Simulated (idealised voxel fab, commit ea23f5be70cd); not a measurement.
Documented hereafter: the process module known as voxel capacitor over wiring.
Displayed cross-section: cut, width of 220 nm, square cells sized 5 nm.
This document writes a cross-section as a grid whose cells are square, and gives it as bands, listed from the top down; one or more rows of cells form a band. In this notation a band is specified by the heights of its top and bottom, in that order and in nm, after which its materials appear from left to right, each paired with its width in nm. The word "edge to edge" attached to a single material means that material fills the band from edge to edge; the word "air" stands for empty space. Height datum 0, below which the as-received substrate wafer is one material. Lowest band open at the bottom, running downward: "0..down". When a width is written as two numbers, as in "30->40", the first number is the width in the top row of cells of the band and the second is the width in its bottom row, and the width changes by the same amount from each row to the next. The cross-section has no changed cell in any step marked "no alteration". "Voids, sealed" contains a list of empty spaces, each no smaller than 8 cells and without an open way to the top, written in the form width x height at distance with the distance from the left edge and all three in nm. Step line, after settings: the simulator's comment on this step. overlay nm: mask right of planned place by this much (step with mask). Neg. = left.

# The steps planned for the process are as follows
1,RECEIVE with material Si
2,CONFORMAL_DEP with material SiO2, thk nm 10
3,DIRECTIONAL_DEP with material TiN, thk nm 5
4,DIRECTIONAL_DEP with material W, thk nm 20
5,DIRECTIONAL_DEP with material aC, thk nm 10
6,PATTERN with tone cover, mask id METAL_1, material resist, width nm 20, pitch nm 70, thk nm 30, overlay nm 0
7,DIRECTIONAL_ETCH with etch materials aC, depth nm 10
8,STRIP with etch materials resist
9,DIRECTIONAL_ETCH with etch materials W, depth nm 20
10,DIRECTIONAL_ETCH with etch materials TiN, depth nm 5
11,STRIP with etch materials aC
12,FILL_DEP with material SiO2, thk nm 10
13,CMP with height nm 35
14,CONFORMAL_DEP with material SiCN, thk nm 5
15,DIRECTIONAL_DEP with material SiO2, thk nm 20
16,PATTERN with tone open, mask id PLUG_1, material resist, width nm 15, thk nm 20, overlay nm 0
17,DIRECTIONAL_ETCH with etch materials SiO2, depth nm 20
18,DIRECTIONAL_ETCH with etch materials SiCN, depth nm 5
19,STRIP with etch materials resist
20,CONFORMAL_DEP with material TiN, thk nm 5
21,FILL_DEP with material Cu, thk nm 5
22,CMP with height nm 60
23,DIRECTIONAL_DEP with material TiN, thk nm 10
24,DIRECTIONAL_DEP with material HfO2, thk nm 5
25,DIRECTIONAL_DEP with material TiN, thk nm 5
26,MASKED_ETCH with tone cover, mask id UPPER_PLATE, width nm 55, etch materials TiN, depth nm 5, overlay nm 0
27,MASKED_ETCH with tone cover, mask id UPPER_PLATE, width nm 55, etch materials HfO2, depth nm 5, overlay nm 0
28,MASKED_ETCH with tone cover, mask id LOWER_PLATE, width nm 65, etch materials TiN, depth nm 10, overlay nm 0
29,FILL_DEP with material SiO2, thk nm 20
30,CMP with height nm 95
31,PATTERN with tone open, mask id PLUG_2, material resist, width nm 15, thk nm 15, overlay nm 0
32,DIRECTIONAL_ETCH with etch materials SiO2, depth nm 15
33,STRIP with etch materials resist
34,CONFORMAL_DEP with material TiN, thk nm 5
35,FILL_DEP with material Cu, thk nm 10
36,CMP with height nm 95
37,CONFORMAL_DEP with material SiN, thk nm 5

# On the first of the two wafers: run conducted according to plan

# Here's what the wafer looked like in cross-section when it arrived - that's after step 1
0..down | Si edge to edge
Voids, sealed: none

# Sectional view: wafer, after step 2
10..0 | SiO2 edge to edge
Heights below 0 show no change.

# Sectional view: wafer, after step 3
15..10 | TiN edge to edge
Heights below 10 show no change.

# Sectional view: wafer, after step 4
35..15 | W edge to edge
Heights below 15 show no change.

# Sectional view: wafer, after step 5
45..35 | aC edge to edge
Heights below 35 show no change.

# Sectional view: wafer, after step 6
75..45 | 65 air, 20 resist, 50 air, 20 resist, 65 air
Heights below 45 show no change.

# Sectional view: wafer, after step 7
65..45 | 65 air, 20 resist, 50 air, 20 resist, 65 air
45..35 | 65 air, 20 aC, 50 air, 20 aC, 65 air
Heights below 35 show no change.

# Sectional view: wafer, after step 8
45..35 | 65 air, 20 aC, 50 air, 20 aC, 65 air
Heights below 35 show no change.

# Sectional view: wafer, after step 9
45..35 | 65 air, 20 aC, 50 air, 20 aC, 65 air
35..15 | 65 air, 20 W, 50 air, 20 W, 65 air
Heights below 15 show no change.

# Sectional view: wafer, after step 10
45..35 | 65 air, 20 aC, 50 air, 20 aC, 65 air
35..15 | 65 air, 20 W, 50 air, 20 W, 65 air
15..10 | 65 air, 20 TiN, 50 air, 20 TiN, 65 air
Heights below 10 show no change.

# Sectional view: wafer, after step 11
35..15 | 65 air, 20 W, 50 air, 20 W, 65 air
Heights below 15 show no change.

# Sectional view: wafer, after step 12
45..35 | SiO2 edge to edge
35..15 | 65 SiO2, 20 W, 50 SiO2, 20 W, 65 SiO2
15..10 | 65 SiO2, 20 TiN, 50 SiO2, 20 TiN, 65 SiO2
Heights below 10 show no change.

# Sectional view: wafer, after step 13
35..15 | 65 SiO2, 20 W, 50 SiO2, 20 W, 65 SiO2
Heights below 15 show no change.

# Sectional view: wafer, after step 14
40..35 | SiCN edge to edge
Heights below 35 show no change.

# Sectional view: wafer, after step 15
60..40 | SiO2 edge to edge
Heights below 40 show no change.

# Sectional view: wafer, after step 16
80..60 | 70 resist, 15 air, 135 resist
Heights below 60 show no change.

# Sectional view: wafer, after step 17
80..60 | 70 resist, 15 air, 135 resist
60..40 | 70 SiO2, 15 air, 135 SiO2
Heights below 40 show no change.

# Sectional view: wafer, after step 18
80..60 | 70 resist, 15 air, 135 resist
60..40 | 70 SiO2, 15 air, 135 SiO2
40..35 | 70 SiCN, 15 air, 135 SiCN
Heights below 35 show no change.

# Sectional view: wafer, after step 19
60..40 | 70 SiO2, 15 air, 135 SiO2
Heights below 40 show no change.

# Sectional view: wafer, after step 20
65..60 | 75 TiN, 5 air, 140 TiN
60..40 | 70 SiO2, 5 TiN, 5 air, 5 TiN, 135 SiO2
40..35 | 70 SiCN, 15 TiN, 135 SiCN
Heights below 35 show no change.

# Sectional view: wafer, after step 21
70..65 | Cu edge to edge
65..60 | 75 TiN, 5 Cu, 140 TiN
60..40 | 70 SiO2, 5 TiN, 5 Cu, 5 TiN, 135 SiO2
Heights below 40 show no change.

# Sectional view: wafer, after step 22
60..40 | 70 SiO2, 5 TiN, 5 Cu, 5 TiN, 135 SiO2
Heights below 40 show no change.

# Sectional view: wafer, after step 23
70..60 | TiN edge to edge
Heights below 60 show no change.

# Sectional view: wafer, after step 24
75..70 | HfO2 edge to edge
Heights below 70 show no change.

# Sectional view: wafer, after step 25
80..75 | TiN edge to edge
Heights below 75 show no change.

# Sectional view: wafer, after step 26
80..75 | 70 air, 55 TiN, 95 air
Heights below 75 show no change.

# Sectional view: wafer, after step 27
80..75 | 70 air, 55 TiN, 95 air
75..70 | 70 air, 55 HfO2, 95 air
Heights below 70 show no change.

# Sectional view: wafer, after step 28
80..75 | 70 air, 55 TiN, 95 air
75..70 | 70 air, 55 HfO2, 95 air
70..60 | 65 air, 65 TiN, 90 air
Heights below 60 show no change.

# Sectional view: wafer, after step 29
100..80 | SiO2 edge to edge
80..75 | 70 SiO2, 55 TiN, 95 SiO2
75..70 | 70 SiO2, 55 HfO2, 95 SiO2
70..60 | 65 SiO2, 65 TiN, 90 SiO2
Heights below 60 show no change.

# Sectional view: wafer, after step 30
95..80 | SiO2 edge to edge
Heights below 80 show no change.

# Sectional view: wafer, after step 31
110..95 | 80 resist, 15 air, 125 resist
Heights below 95 show no change.

# Sectional view: wafer, after step 32
110..95 | 80 resist, 15 air, 125 resist
95..80 | 80 SiO2, 15 air, 125 SiO2
Heights below 80 show no change.

# Sectional view: wafer, after step 33
95..80 | 80 SiO2, 15 air, 125 SiO2
Heights below 80 show no change.

# Sectional view: wafer, after step 34
100..95 | 85 TiN, 5 air, 130 TiN
95..85 | 80 SiO2, 5 TiN, 5 air, 5 TiN, 125 SiO2
85..75 | 80->70 SiO2, 15->55 TiN, 125->95 SiO2
Heights below 75 show no change.

# Sectional view: wafer, after step 35
110..100 | Cu edge to edge
100..95 | 85 TiN, 5 Cu, 130 TiN
95..85 | 80 SiO2, 5 TiN, 5 Cu, 5 TiN, 125 SiO2
Heights below 85 show no change.

# Sectional view: wafer, after step 36
95..85 | 80 SiO2, 5 TiN, 5 Cu, 5 TiN, 125 SiO2
Heights below 85 show no change.

# Sectional view: wafer, after step 37
100..95 | SiN edge to edge
Heights below 95 show no change.

# Second wafer - shared start and plan with the first - one error in running - same as the first up to step 1 inclusive

The second wafer in cross-section, at the planned close of step 2: no alteration

# The second wafer in cross-section, at the planned close of step 3
5..0 | TiN edge to edge
Heights below 0 show no change.

# The second wafer in cross-section, at the planned close of step 4
25..5 | W edge to edge
Heights below 5 show no change.

# The second wafer in cross-section, at the planned close of step 5
35..25 | aC edge to edge
Heights below 25 show no change.

# The second wafer in cross-section, at the planned close of step 6
65..35 | 65 air, 20 resist, 50 air, 20 resist, 65 air
Heights below 35 show no change.

# The second wafer in cross-section, at the planned close of step 7
55..35 | 65 air, 20 resist, 50 air, 20 resist, 65 air
35..25 | 65 air, 20 aC, 50 air, 20 aC, 65 air
Heights below 25 show no change.

# The second wafer in cross-section, at the planned close of step 8
35..25 | 65 air, 20 aC, 50 air, 20 aC, 65 air
Heights below 25 show no change.

# The second wafer in cross-section, at the planned close of step 9
35..25 | 65 air, 20 aC, 50 air, 20 aC, 65 air
25..5 | 65 air, 20 W, 50 air, 20 W, 65 air
Heights below 5 show no change.

# The second wafer in cross-section, at the planned close of step 10
35..25 | 65 air, 20 aC, 50 air, 20 aC, 65 air
25..5 | 65 air, 20 W, 50 air, 20 W, 65 air
5..0 | 65 air, 20 TiN, 50 air, 20 TiN, 65 air
Heights below 0 show no change.

# The second wafer in cross-section, at the planned close of step 11
25..5 | 65 air, 20 W, 50 air, 20 W, 65 air
Heights below 5 show no change.

# The second wafer in cross-section, at the planned close of step 12
35..25 | SiO2 edge to edge
25..5 | 65 SiO2, 20 W, 50 SiO2, 20 W, 65 SiO2
5..0 | 65 SiO2, 20 TiN, 50 SiO2, 20 TiN, 65 SiO2
Heights below 0 show no change.

The second wafer in cross-section, at the planned close of step 13: no alteration

# The second wafer in cross-section, at the planned close of step 14
40..35 | SiCN edge to edge
Heights below 35 show no change.

# The second wafer in cross-section, at the planned close of step 15
60..40 | SiO2 edge to edge
Heights below 40 show no change.

# The second wafer in cross-section, at the planned close of step 16
80..60 | 70 resist, 15 air, 135 resist
Heights below 60 show no change.

# The second wafer in cross-section, at the planned close of step 17
80..60 | 70 resist, 15 air, 135 resist
60..40 | 70 SiO2, 15 air, 135 SiO2
Heights below 40 show no change.

# The second wafer in cross-section, at the planned close of step 18
80..60 | 70 resist, 15 air, 135 resist
60..40 | 70 SiO2, 15 air, 135 SiO2
40..35 | 70 SiCN, 15 air, 135 SiCN
Heights below 35 show no change.

# The second wafer in cross-section, at the planned close of step 19
60..40 | 70 SiO2, 15 air, 135 SiO2
Heights below 40 show no change.

# The second wafer in cross-section, at the planned close of step 20
65..60 | 75 TiN, 5 air, 140 TiN
60..40 | 70 SiO2, 5 TiN, 5 air, 5 TiN, 135 SiO2
40..35 | 70 SiCN, 15 TiN, 135 SiCN
Heights below 35 show no change.

# The second wafer in cross-section, at the planned close of step 21
70..65 | Cu edge to edge
65..60 | 75 TiN, 5 Cu, 140 TiN
60..40 | 70 SiO2, 5 TiN, 5 Cu, 5 TiN, 135 SiO2
Heights below 40 show no change.

# The second wafer in cross-section, at the planned close of step 22
60..40 | 70 SiO2, 5 TiN, 5 Cu, 5 TiN, 135 SiO2
Heights below 40 show no change.

# The second wafer in cross-section, at the planned close of step 23
70..60 | TiN edge to edge
Heights below 60 show no change.

# The second wafer in cross-section, at the planned close of step 24
75..70 | HfO2 edge to edge
Heights below 70 show no change.

# The second wafer in cross-section, at the planned close of step 25
80..75 | TiN edge to edge
Heights below 75 show no change.

# The second wafer in cross-section, at the planned close of step 26
80..75 | 70 air, 55 TiN, 95 air
Heights below 75 show no change.

# The second wafer in cross-section, at the planned close of step 27
80..75 | 70 air, 55 TiN, 95 air
75..70 | 70 air, 55 HfO2, 95 air
Heights below 70 show no change.

# The second wafer in cross-section, at the planned close of step 28
80..75 | 70 air, 55 TiN, 95 air
75..70 | 70 air, 55 HfO2, 95 air
70..60 | 65 air, 65 TiN, 90 air
Heights below 60 show no change.

# The second wafer in cross-section, at the planned close of step 29
100..80 | SiO2 edge to edge
80..75 | 70 SiO2, 55 TiN, 95 SiO2
75..70 | 70 SiO2, 55 HfO2, 95 SiO2
70..60 | 65 SiO2, 65 TiN, 90 SiO2
Heights below 60 show no change.

# The second wafer in cross-section, at the planned close of step 30
95..80 | SiO2 edge to edge
Heights below 80 show no change.

# The second wafer in cross-section, at the planned close of step 31
110..95 | 80 resist, 15 air, 125 resist
Heights below 95 show no change.

# The second wafer in cross-section, at the planned close of step 32
110..95 | 80 resist, 15 air, 125 resist
95..80 | 80 SiO2, 15 air, 125 SiO2
Heights below 80 show no change.

# The second wafer in cross-section, at the planned close of step 33
95..80 | 80 SiO2, 15 air, 125 SiO2
Heights below 80 show no change.

# The second wafer in cross-section, at the planned close of step 34
100..95 | 85 TiN, 5 air, 130 TiN
95..85 | 80 SiO2, 5 TiN, 5 air, 5 TiN, 125 SiO2
85..75 | 80->70 SiO2, 15->55 TiN, 125->95 SiO2
Heights below 75 show no change.

# The second wafer in cross-section, at the planned close of step 35
110..100 | Cu edge to edge
100..95 | 85 TiN, 5 Cu, 130 TiN
95..85 | 80 SiO2, 5 TiN, 5 Cu, 5 TiN, 125 SiO2
Heights below 85 show no change.

# The second wafer in cross-section, at the planned close of step 36
95..85 | 80 SiO2, 5 TiN, 5 Cu, 5 TiN, 125 SiO2
Heights below 85 show no change.

# The second wafer in cross-section, at the planned close of step 37
100..95 | SiN edge to edge
Heights below 95 show no change.
The plan and the run diverged here: plan step 2 never ran because it was skipped
So at the finish, the second wafer's got exactly as many cells of each material as the first, just not in the same spots.
